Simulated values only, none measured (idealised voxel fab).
The following process module bears the name voxel self aligned contacts.
It is cross-section cut that appears here, measuring 260 nm in width, its square cells being 5 nm in size.
Throughout this document, each cross-section is represented as a grid of square cells and is presented as a sequence of bands enumerated from the top downward, where a band comprises one or more rows of cells. What a band's entry tells you: where the top is and where the bottom is, as heights in nm, and after that what lies inside, material by material from left to right, each with its width in nm. Empty space is written as the word "air", and a single material marked with the word "throughout" occupies the band from edge to edge. The reference from which all heights are counted is 0, the level beneath which the as-received wafer is entirely one material; the lowest band, having no lower bound, proceeds downward and is written after the example "from 0 down". Top row gets the first number, bottom row gets the second, and each row in between changes by the same step: that is how a band width like "30..40" works. The cross-section has no changed cell in any step marked "remained the same". Empty spaces counting at least 8 cells and having no open way to the top are listed in "Voids, sealed". The notation width x height at distance is used for each, the distance being from the left edge and all three values in nm. Read whatever lies past the settings on a step's line as the simulator's own remark about the step. "overlay nm" on a masked step: distance the mask lay right of its planned place, negative for left.

### This section lists the process steps that were planned
- 1: RECEIVE | material Si
- 2: OXIDIZE | depth nm 5
- 3: DIRECTIONAL_DEP | material polySi | thk nm 25
- 4: DIRECTIONAL_DEP | material SiN | thk nm 25
- 5: MASKED_ETCH | tone cover | mask id GATE | width nm 30 | pitch nm 75 | etch materials SiN | depth nm 25 | overlay nm 0
- 6: MASKED_ETCH | tone cover | mask id GATE | width nm 30 | pitch nm 75 | etch materials polySi | depth nm 25 | overlay nm 0
- 7: CONFORMAL_DEP | material SiN | thk nm 10
- 8: DIRECTIONAL_ETCH | etch materials SiN | depth nm 10
- 9: FILL_DEP | material SiO2 | thk nm 15
- 10: CMP | height nm 60
- 11: DIRECTIONAL_DEP | material aC | thk nm 10
- 12: PATTERN | tone open | mask id CONTACT | material resist | width nm 55 | pitch nm 75 | thk nm 30 | overlay nm 0
- 13: DIRECTIONAL_ETCH | etch materials aC | depth nm 10
- 14: STRIP | etch materials resist
- 15: DIRECTIONAL_ETCH | etch materials SiO2 | depth nm 65
- 16: STRIP | etch materials aC
- 17: CONFORMAL_DEP | material TiN | thk nm 5
- 18: FILL_DEP | material Ru | thk nm 10
- 19: CMP | height nm 60
- 20: CONFORMAL_DEP | material SiCN | thk nm 5

### Cross-section, incoming material, after step 1
> from 0 down | Si throughout
> Voids, sealed: none

### Same starting wafer, same plan as above, one mistake in the execution; this is the cross-section at the end of the module
> from 65 to 60 | SiCN throughout
> from 60 to 50 | 30 of SiO2  50 of Ru  5 of TiN  15 of Ru  5 of TiN  50 of Ru  5 of TiN  15 of Ru  5 of TiN  50 of Ru  30 of SiO2
> from 50 to 25 | 30 of SiO2  10 of Ru  30 of SiN  10 of Ru  5 of TiN  15 of Ru  5 of TiN  10 of Ru  30 of SiN  10 of Ru  5 of TiN  15 of Ru  5 of TiN  10 of Ru  30 of SiN  10 of Ru  30 of SiO2
> from 25 to 15 | 30 of SiO2  10 of Ru  30 of polySi  10 of Ru  5 of TiN  15 of Ru  5 of TiN  10 of Ru  30 of polySi  10 of Ru  5 of TiN  15 of Ru  5 of TiN  10 of Ru  30 of polySi  10 of Ru  30 of SiO2
> from 15 to 10 | 30 of SiO2  10 of Ru  30 of polySi  10 of Ru  25 of TiN  10 of Ru  30 of polySi  10 of Ru  25 of TiN  10 of Ru  30 of polySi  10 of Ru  30 of SiO2
> from 10 to 0 | 40 of Ru  30 of polySi  45 of Ru  30 of polySi  45 of Ru  30 of polySi  40 of Ru
> from 0 to -5 | SiO2 throughout
> from -5 down | Si throughout
> Voids, sealed: none
Deviation noted in wafer processing: the process deviated at step 7: the operation and settings actually run there were CONFORMAL_DEP | material Ru | thk nm 10
